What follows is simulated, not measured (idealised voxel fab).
This section sets out a process module, namely voxel gate over fins.
It is cross-section cut that appears here, measuring 165 nm in width, its square cells being 5 nm in size.
Cross-section = grid of square cells, listed top down in bands; band = one or more rows. The entry gives the band's vertical extent as a top height and a bottom height in nm, then its horizontal make-up as materials from left to right, each with a width in nm. "empty" stands for empty space; a single material marked "everywhere" fills the band edge to edge. Heights are reckoned from 0. Under this level, the received wafer is all of one material. The bottommost band is open-ended downward, for example "0 down". Quick explanation for "30->40": the width changes in equal steps down the rows of cells, from the first number in the band's top row to the second number in its bottom row. A step reported as "no change" is a step in which no cell of the cross-section changed. "Entrapped void list": empty spaces of 8 cells or more with no open way to the top, each given as width x height at distance, distance from the left edge, all in nm. On each step's line, the part that comes after the settings is the simulator's own comment on the step. overlay nm: on a step with a mask, how far right of its planned place the mask lay; negative means left.

[Steps planned for the process]
1,RECEIVE: material Si
2,CONFORMAL_DEP: material SiN, thk nm 5
3,MASKED_ETCH: tone cover, mask id FINS, width nm 15, pitch nm 45, etch materials SiN, depth nm 5, overlay nm 0
4,MASKED_ETCH: tone cover, mask id FINS, width nm 15, pitch nm 45, etch materials Si, depth nm 30, overlay nm 0
5,OXIDIZE: depth nm 5
6,FILL_DEP: material SiO2, thk nm 10
7,CMP: height nm 5
8,SELECTIVE_ETCH: etch materials SiO2, depth nm 10
9,STRIP: etch materials SiN
10,CONFORMAL_DEP: material HfO2, thk nm 5
11,CONFORMAL_DEP: material TiN, thk nm 5
12,FILL_DEP: material W, thk nm 15
13,CMP: height nm 20
14,CONFORMAL_DEP: material SiN, thk nm 10
Split variable: depth nm, step 8. Plan value = first wafer. Wafers start alike.

[Cross-section of the first of several wafers as received (after step 1)]
- 0 down | Si everywhere
- Entrapped void list: none

[Every row in this table is a wafer at the end of the module, and it gives, for each of the materials, the cells that wafer has gained (+) or lost (-) since it was received, then its closed voids]
depth nm 10 | +39 HfO2 | -210 Si | +66 SiN | +180 SiO2 | +39 TiN | +84 W | Entrapped void list: none
depth nm 15 | +45 HfO2 | -210 Si | +66 SiN | +150 SiO2 | +45 TiN | +102 W | Entrapped void list: none
depth nm 20 | +51 HfO2 | -210 Si | +66 SiN | +120 SiO2 | +51 TiN | +120 W | Entrapped void list: none
depth nm 25 | +57 HfO2 | -210 Si | +66 SiN | +90 SiO2 | +57 TiN | +138 W | Entrapped void list: none
depth nm 30 | +63 HfO2 | -210 Si | +66 SiN | +60 SiO2 | +63 TiN | +156 W | Entrapped void list: none
depth nm 35 | +69 HfO2 | -210 Si | +66 SiN | +30 SiO2 | +69 TiN | +174 W | Entrapped void list: none
